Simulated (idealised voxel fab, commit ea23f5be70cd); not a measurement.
The process module that follows is named voxel fin reveal.
Shown is cross-section cut, with a width of 150 nm and square cells of size 5 nm.
Square cells in a grid make up a cross-section in this document, and the grid is given as bands, listed from the top down, each one or more rows of cells. Look at the band entry: it leads with the top's height and the bottom's height in nm. Then it lists the materials left to right, with a width in nm for each. The word "throughout" on a single material says that material fills the band edge to edge. The word "blank" is empty space. Convention: height 0 is the level below which the wafer, as received, is all one material. The lowest band does not terminate at the bottom but continues downward, represented as "top 0, no bottom". So if you see something like "30 to 40" for the width, read it as the top row of the band sitting at the first number and the bottom row at the second, with every row in between moving by the same amount as the last. Basically "same as before" means that step didn't change any cell in the cross-section. Look at "Completely enclosed voids" for the closed voids: empty spaces with no open path to the top, sized 8 cells or up. Each is width x height at distance, distance from the left edge, all nm. On each step's line, the part that comes after the settings is the simulator's own comment on the step. overlay nm: for a step with a mask, the amount by which the mask lay right of where it was planned; a negative amount means left of it.
### Here's what the planned process steps look like
1. RECEIVE with material Si
2. CONFORMAL_DEP with material SiN, thk nm 10
3. MASKED_ETCH with tone cover, mask id FINS, width nm 15, pitch nm 45, etch materials SiN, depth nm 10, overlay nm 0
4. MASKED_ETCH with tone cover, mask id FINS, width nm 15, pitch nm 45, etch materials Si, depth nm 30, overlay nm 0
5. OXIDIZE with depth nm 5
6. FILL_DEP with material SiO2, thk nm 5
7. CMP with height nm 10
8. SELECTIVE_ETCH with etch materials SiO2, depth nm 30
9. STRIP with etch materials SiN
### As-received state of the wafer in cross-section, equivalent to post-step 1
- top 0, no bottom: Si throughout
- Completely enclosed voids: none
### Module complete, cross-section. Starting point and plan per above. One mistake made in running the module
- top 0, bottom -5: blank=50  Si=5  blank=40  Si=5  blank=50
- top -5, bottom -20: blank=45  Si=15  blank=30  Si=15  blank=45
- top -20, bottom -35: SiO2=45  Si=15  SiO2=30  Si=15  SiO2=45
- top -35, no bottom: Si throughout
- Completely enclosed voids: none
The mistake made against the process plan was this: step 4 ran with different settings than intended, the actual operation and settings being MASKED_ETCH with tone cover, mask id FINS, width nm 25, pitch nm 45, etch materials Si, depth nm 30, overlay nm 0
